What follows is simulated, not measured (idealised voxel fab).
The document below concerns the process module designated voxel self aligned vias.
FYI the section here is cut, 270 nm wide, cells are 5 nm squares.
We lay out every cross-section as a grid of square cells and spell it out in bands from the top down, where one band means one or more rows of cells. Look at the band entry: it leads with the top's height and the bottom's height in nm. Then it lists the materials left to right, with a width in nm for each. The word "throughout" on a single material says that material fills the band edge to edge. The word "blank" is empty space. Note: height 0 marks the level under which the wafer is uniformly one material as received. Lowest band unbounded below, written "0 down". You'd read "30 to 40" like this: the band's top row of cells is as wide as the first number, its bottom row is as wide as the second, and going down, every row changes width by the same amount as the row before did. Where the words "nothing different" appear for a step, the cross-section shows no cell changed by that step; every cell remained as before. Entry "Fully sealed voids" = empty spaces >= 8 cells with no open way to the top; each as width x height at distance, distance from left edge, all nm. Anything after a step's settings on that line? It's the simulator's own note about the step. Each step line may optionally specify "overlay nm", which for a step with a mask gives the rightward distance between the mask's planned place and where it lay, a negative value indicating the leftward direction.

### plan
| 1 | RECEIVE with material Si |
| 2 | CONFORMAL_DEP with material SiO2, thk nm 10 |
| 3 | CONFORMAL_DEP with material SiCN, thk nm 5 |
| 4 | DIRECTIONAL_DEP with material SiO2, thk nm 30 |
| 5 | PATTERN with tone open, mask id LINES, material resist, width nm 25, pitch nm 65, thk nm 20, overlay nm 0 |
| 6 | DIRECTIONAL_ETCH with etch materials SiO2, depth nm 30 |
| 7 | STRIP with etch materials resist |
| 8 | CONFORMAL_DEP with material TiN, thk nm 5 |
| 9 | FILL_DEP with material W, thk nm 10 |
| 10 | CMP with height nm 45 |
| 11 | SELECTIVE_ETCH with etch materials W Ru TiN, depth nm 5 |
| 12 | FILL_DEP with material SiN, thk nm 5 |
| 13 | CMP with height nm 45 |
| 14 | DIRECTIONAL_DEP with material SiO2, thk nm 20 |
| 15 | MASKED_ETCH with tone open, mask id VIAS, width nm 35, pitch nm 65, etch materials SiO2, depth nm 20, overlay nm 0 |
| 16 | MASKED_ETCH with tone open, mask id VIAS, width nm 35, pitch nm 65, etch materials SiN, depth nm 5, overlay nm 0 |
| 17 | CONFORMAL_DEP with material TiN, thk nm 5 |
| 18 | FILL_DEP with material Cu, thk nm 10 |
| 19 | CMP with height nm 65 |
| 20 | CONFORMAL_DEP with material SiCN, thk nm 5 |

### The first wafer of two, processed as planned

### Incoming wafer, cross-sectional view, post step 1
    0 down: Si throughout
    Fully sealed voids: none

### So this is the wafer cross-section right after step 2
    10 to 0: SiO2 throughout
    Below 0, the layers are the same as they were.

### So this is the wafer cross-section right after step 3
    15 to 10: SiCN throughout
    Below 10, the layers are the same as they were.

### So this is the wafer cross-section right after step 4
    45 to 15: SiO2 throughout
    Below 15, the layers are the same as they were.

### So this is the wafer cross-section right after step 5
    65 to 45: resist: 55; blank: 25; resist: 40; blank: 25; resist: 40; blank: 25; resist: 60
    Below 45, the layers are the same as they were.

### So this is the wafer cross-section right after step 6
    65 to 45: resist: 55; blank: 25; resist: 40; blank: 25; resist: 40; blank: 25; resist: 60
    45 to 15: SiO2: 55; blank: 25; SiO2: 40; blank: 25; SiO2: 40; blank: 25; SiO2: 60
    Below 15, the layers are the same as they were.

### So this is the wafer cross-section right after step 7
    45 to 15: SiO2: 55; blank: 25; SiO2: 40; blank: 25; SiO2: 40; blank: 25; SiO2: 60
    Below 15, the layers are the same as they were.

### So this is the wafer cross-section right after step 8
    50 to 45: TiN: 60; blank: 15; TiN: 50; blank: 15; TiN: 50; blank: 15; TiN: 65
    45 to 20: SiO2: 55; TiN: 5; blank: 15; TiN: 5; SiO2: 40; TiN: 5; blank: 15; TiN: 5; SiO2: 40; TiN: 5; blank: 15; TiN: 5; SiO2: 60
    20 to 15: SiO2: 55; TiN: 25; SiO2: 40; TiN: 25; SiO2: 40; TiN: 25; SiO2: 60
    Below 15, the layers are the same as they were.

### So this is the wafer cross-section right after step 9
    60 to 50: W throughout
    50 to 45: TiN: 60; W: 15; TiN: 50; W: 15; TiN: 50; W: 15; TiN: 65
    45 to 20: SiO2: 55; TiN: 5; W: 15; TiN: 5; SiO2: 40; TiN: 5; W: 15; TiN: 5; SiO2: 40; TiN: 5; W: 15; TiN: 5; SiO2: 60
    Below 20, the layers are the same as they were.

### So this is the wafer cross-section right after step 10
    45 to 20: SiO2: 55; TiN: 5; W: 15; TiN: 5; SiO2: 40; TiN: 5; W: 15; TiN: 5; SiO2: 40; TiN: 5; W: 15; TiN: 5; SiO2: 60
    Below 20, the layers are the same as they were.

### So this is the wafer cross-section right after step 11
    45 to 40: SiO2: 55; blank: 25; SiO2: 40; blank: 25; SiO2: 40; blank: 25; SiO2: 60
    Below 40, the layers are the same as they were.

### So this is the wafer cross-section right after step 12
    50 to 45: SiN throughout
    45 to 40: SiO2: 55; SiN: 25; SiO2: 40; SiN: 25; SiO2: 40; SiN: 25; SiO2: 60
    Below 40, the layers are the same as they were.

### So this is the wafer cross-section right after step 13
    45 to 40: SiO2: 55; SiN: 25; SiO2: 40; SiN: 25; SiO2: 40; SiN: 25; SiO2: 60
    Below 40, the layers are the same as they were.

### So this is the wafer cross-section right after step 14
    65 to 45: SiO2 throughout
    Below 45, the layers are the same as they were.

### So this is the wafer cross-section right after step 15
    65 to 45: SiO2: 50; blank: 35; SiO2: 30; blank: 35; SiO2: 30; blank: 35; SiO2: 55
    Below 45, the layers are the same as they were.

### So this is the wafer cross-section right after step 16
    65 to 45: SiO2: 50; blank: 35; SiO2: 30; blank: 35; SiO2: 30; blank: 35; SiO2: 55
    45 to 40: SiO2: 55; blank: 25; SiO2: 40; blank: 25; SiO2: 40; blank: 25; SiO2: 60
    Below 40, the layers are the same as they were.

### So this is the wafer cross-section right after step 17
    70 to 65: TiN: 55; blank: 25; TiN: 40; blank: 25; TiN: 40; blank: 25; TiN: 60
    65 to 50: SiO2: 50; TiN: 5; blank: 25; TiN: 5; SiO2: 30; TiN: 5; blank: 25; TiN: 5; SiO2: 30; TiN: 5; blank: 25; TiN: 5; SiO2: 55
    50 to 45: SiO2: 50; TiN: 10; blank: 15; TiN: 10; SiO2: 30; TiN: 10; blank: 15; TiN: 10; SiO2: 30; TiN: 10; blank: 15; TiN: 10; SiO2: 55
    45 to 40: SiO2: 55; TiN: 25; SiO2: 40; TiN: 25; SiO2: 40; TiN: 25; SiO2: 60
    Below 40, the layers are the same as they were.

### So this is the wafer cross-section right after step 18
    80 to 70: Cu throughout
    70 to 65: TiN: 55; Cu: 25; TiN: 40; Cu: 25; TiN: 40; Cu: 25; TiN: 60
    65 to 50: SiO2: 50; TiN: 5; Cu: 25; TiN: 5; SiO2: 30; TiN: 5; Cu: 25; TiN: 5; SiO2: 30; TiN: 5; Cu: 25; TiN: 5; SiO2: 55
    50 to 45: SiO2: 50; TiN: 10; Cu: 15; TiN: 10; SiO2: 30; TiN: 10; Cu: 15; TiN: 10; SiO2: 30; TiN: 10; Cu: 15; TiN: 10; SiO2: 55
    Below 45, the layers are the same as they were.

### So this is the wafer cross-section right after step 19
    65 to 50: SiO2: 50; TiN: 5; Cu: 25; TiN: 5; SiO2: 30; TiN: 5; Cu: 25; TiN: 5; SiO2: 30; TiN: 5; Cu: 25; TiN: 5; SiO2: 55
    Below 50, the layers are the same as they were.

### So this is the wafer cross-section right after step 20
    70 to 65: SiCN throughout
    Below 65, the layers are the same as they were.

### Second wafer - shared start and plan with the first - one error in running - same as the first up to step 4 inclusive

### Cross-section of the second wafer at the time step 5 of the plan should have ended
    65 to 45: resist: 60; blank: 20; resist: 45; blank: 20; resist: 45; blank: 20; resist: 60
    Below 45, the layers are the same as they were.

### Cross-section of the second wafer at the time step 6 of the plan should have ended
    65 to 45: resist: 60; blank: 20; resist: 45; blank: 20; resist: 45; blank: 20; resist: 60
    45 to 15: SiO2: 60; blank: 20; SiO2: 45; blank: 20; SiO2: 45; blank: 20; SiO2: 60
    Below 15, the layers are the same as they were.

### Cross-section of the second wafer at the time step 7 of the plan should have ended
    45 to 15: SiO2: 60; blank: 20; SiO2: 45; blank: 20; SiO2: 45; blank: 20; SiO2: 60
    Below 15, the layers are the same as they were.

### Cross-section of the second wafer at the time step 8 of the plan should have ended
    50 to 45: TiN: 65; blank: 10; TiN: 55; blank: 10; TiN: 55; blank: 10; TiN: 65
    45 to 20: SiO2: 60; TiN: 5; blank: 10; TiN: 5; SiO2: 45; TiN: 5; blank: 10; TiN: 5; SiO2: 45; TiN: 5; blank: 10; TiN: 5; SiO2: 60
    20 to 15: SiO2: 60; TiN: 20; SiO2: 45; TiN: 20; SiO2: 45; TiN: 20; SiO2: 60
    Below 15, the layers are the same as they were.

### Cross-section of the second wafer at the time step 9 of the plan should have ended
    60 to 50: W throughout
    50 to 45: TiN: 65; W: 10; TiN: 55; W: 10; TiN: 55; W: 10; TiN: 65
    45 to 20: SiO2: 60; TiN: 5; W: 10; TiN: 5; SiO2: 45; TiN: 5; W: 10; TiN: 5; SiO2: 45; TiN: 5; W: 10; TiN: 5; SiO2: 60
    Below 20, the layers are the same as they were.

### Cross-section of the second wafer at the time step 10 of the plan should have ended
    45 to 20: SiO2: 60; TiN: 5; W: 10; TiN: 5; SiO2: 45; TiN: 5; W: 10; TiN: 5; SiO2: 45; TiN: 5; W: 10; TiN: 5; SiO2: 60
    Below 20, the layers are the same as they were.

### Cross-section of the second wafer at the time step 11 of the plan should have ended
    45 to 40: SiO2: 60; blank: 20; SiO2: 45; blank: 20; SiO2: 45; blank: 20; SiO2: 60
    Below 40, the layers are the same as they were.

### Cross-section of the second wafer at the time step 12 of the plan should have ended
    50 to 45: SiN throughout
    45 to 40: SiO2: 60; SiN: 20; SiO2: 45; SiN: 20; SiO2: 45; SiN: 20; SiO2: 60
    Below 40, the layers are the same as they were.

### Cross-section of the second wafer at the time step 13 of the plan should have ended
    45 to 40: SiO2: 60; SiN: 20; SiO2: 45; SiN: 20; SiO2: 45; SiN: 20; SiO2: 60
    Below 40, the layers are the same as they were.

### Cross-section of the second wafer at the time step 14 of the plan should have ended
    65 to 45: SiO2 throughout
    Below 45, the layers are the same as they were.

### Cross-section of the second wafer at the time step 15 of the plan should have ended
    65 to 45: SiO2: 50; blank: 35; SiO2: 30; blank: 35; SiO2: 30; blank: 35; SiO2: 55
    Below 45, the layers are the same as they were.

### Cross-section of the second wafer at the time step 16 of the plan should have ended
    65 to 45: SiO2: 50; blank: 35; SiO2: 30; blank: 35; SiO2: 30; blank: 35; SiO2: 55
    45 to 40: SiO2: 60; blank: 20; SiO2: 45; blank: 20; SiO2: 45; blank: 20; SiO2: 60
    Below 40, the layers are the same as they were.

### Cross-section of the second wafer at the time step 17 of the plan should have ended
    70 to 65: TiN: 55; blank: 25; TiN: 40; blank: 25; TiN: 40; blank: 25; TiN: 60
    65 to 50: SiO2: 50; TiN: 5; blank: 25; TiN: 5; SiO2: 30; TiN: 5; blank: 25; TiN: 5; SiO2: 30; TiN: 5; blank: 25; TiN: 5; SiO2: 55
    50 to 45: SiO2: 50; TiN: 15; blank: 10; TiN: 10; SiO2: 30; TiN: 15; blank: 10; TiN: 10; SiO2: 30; TiN: 15; blank: 10; TiN: 10; SiO2: 55
    45 to 40: SiO2: 60; TiN: 20; SiO2: 45; TiN: 20; SiO2: 45; TiN: 20; SiO2: 60
    Below 40, the layers are the same as they were.

### Cross-section of the second wafer at the time step 18 of the plan should have ended
    80 to 70: Cu throughout
    70 to 65: TiN: 55; Cu: 25; TiN: 40; Cu: 25; TiN: 40; Cu: 25; TiN: 60
    65 to 50: SiO2: 50; TiN: 5; Cu: 25; TiN: 5; SiO2: 30; TiN: 5; Cu: 25; TiN: 5; SiO2: 30; TiN: 5; Cu: 25; TiN: 5; SiO2: 55
    50 to 45: SiO2: 50; TiN: 15; Cu: 10; TiN: 10; SiO2: 30; TiN: 15; Cu: 10; TiN: 10; SiO2: 30; TiN: 15; Cu: 10; TiN: 10; SiO2: 55
    Below 45, the layers are the same as they were.

### Cross-section of the second wafer at the time step 19 of the plan should have ended
    65 to 50: SiO2: 50; TiN: 5; Cu: 25; TiN: 5; SiO2: 30; TiN: 5; Cu: 25; TiN: 5; SiO2: 30; TiN: 5; Cu: 25; TiN: 5; SiO2: 55
    Below 50, the layers are the same as they were.

### Cross-section of the second wafer at the time step 20 of the plan should have ended
    70 to 65: SiCN throughout
    Below 65, the layers are the same as they were.
Where did the run depart from the plan? it should be noted that step 5 was executed with settings other than those planned, the operation and settings actually applied being PATTERN with tone open, mask id LINES, material resist, width nm 20, pitch nm 65, thk nm 20, overlay nm 0
Wafer comparison, final, in cells, second relative to first, materials more or fewer: Cu -3; SiO2 +18; TiN -3; W -12
